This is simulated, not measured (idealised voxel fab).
Process module in this document: voxel self aligned vias
The cross-section on display is named cut; it measures 170 nm wide, and its cells are 5 nm squares.
Cross-section layout: square cells on a grid; listed as bands, top to bottom; a band spans one or more cell rows.
Band: top height; bottom height; in nm. Then, left to right: material with width in nm, for each material. "all across": a single material spanning edge to edge. "blank": empty space.
Zero point of the height axis is 0; under it, received wafer = one material. Lowest band: continues down indefinitely, "0 -> down".
Width spec "30->40" -> top row of cells at first value, bottom row at second value, equal per-row change in between.
Basically "remained the same" means that step didn't change any cell in the cross-section.
Closed empty spaces (no open way to the top) of 8 cells or more are what "Enclosed void list" lists, each as width x height at distance from the left edge, nm for all three.
The remark found on a step's line after its settings is issued by the simulator itself and pertains to that step.
A step line may carry the setting "overlay nm", which, for steps involving a mask, states the distance by which the mask lay to the right of its intended position; negative values denote displacement to the left.

## The steps planned for the process are as follows
1: RECEIVE [material Si]
2: CONFORMAL_DEP [material SiO2] [thk nm 10]
3: CONFORMAL_DEP [material SiCN] [thk nm 5]
4: DIRECTIONAL_DEP [material lowk] [thk nm 20]
5: MASKED_ETCH [tone open] [mask id LINES] [width nm 30] [pitch nm 80] [etch materials lowk] [depth nm 20] [overlay nm 0]
6: CONFORMAL_DEP [material TiN] [thk nm 5]
7: FILL_DEP [material Ru] [thk nm 10]
8: CMP [height nm 35]
9: SELECTIVE_ETCH [etch materials W Ru TiN] [depth nm 5]
10: FILL_DEP [material SiN] [thk nm 5]
11: CMP [height nm 35]
12: DIRECTIONAL_DEP [material lowk] [thk nm 20]
13: DIRECTIONAL_DEP [material aC] [thk nm 10]
14: PATTERN [tone open] [mask id VIAS] [material resist] [width nm 50] [thk nm 30] [overlay nm 0]
15: DIRECTIONAL_ETCH [etch materials aC] [depth nm 10]
16: STRIP [etch materials resist]
17: DIRECTIONAL_ETCH [etch materials lowk] [depth nm 20]
18: DIRECTIONAL_ETCH [etch materials SiN] [depth nm 5]
19: STRIP [etch materials aC]
20: CONFORMAL_DEP [material TiN] [thk nm 5]
21: FILL_DEP [material Ru] [thk nm 10]
22: CMP [height nm 55]
23: CONFORMAL_DEP [material SiCN] [thk nm 5]

## As received (post step 1): cross-section
- 0 -> down = Si all across
- Enclosed void list: none

## Here's the cross-section of the first of our two wafers at the end of the module - it ran as planned
- 60 -> 55 = SiCN all across
- 55 -> 40 = 20 nm lowk  5 nm TiN  40 nm Ru  5 nm TiN  100 nm lowk
- 40 -> 35 = 20 nm lowk  15 nm TiN  20 nm Ru  15 nm TiN  100 nm lowk
- 35 -> 30 = 30 nm lowk  30 nm TiN  50 nm lowk  30 nm SiN  30 nm lowk
- 30 -> 20 = 30 nm lowk  5 nm TiN  20 nm Ru  5 nm TiN  50 nm lowk  5 nm TiN  20 nm Ru  5 nm TiN  30 nm lowk
- 20 -> 15 = 30 nm lowk  30 nm TiN  50 nm lowk  30 nm TiN  30 nm lowk
- 15 -> 10 = SiCN all across
- 10 -> 0 = SiO2 all across
- 0 -> down = Si all across
- Enclosed void list: none

## Now the second wafer, cross-sectioned at the end of the module. Nothing different at the start, nothing different in the plan compared with the first, just one mistake when it was actually run
- 60 -> 55 = SiCN all across
- 55 -> 40 = 20 nm lowk  5 nm TiN  40 nm Ru  5 nm TiN  100 nm lowk
- 40 -> 35 = 20 nm lowk  50 nm TiN  100 nm lowk
- 35 -> 30 = SiCN all across
- 30 -> 10 = lowk all across
- 10 -> 0 = SiO2 all across
- 0 -> down = Si all across
- Enclosed void list: none
Error vs. plan: step 3 ran in the slot meant for step 4, and vice versa
Looking at both finished wafers in cells, the second ends up ahead of or behind the first on some materials: -20 Ru | -6 SiN | -22 TiN | +48 lowk
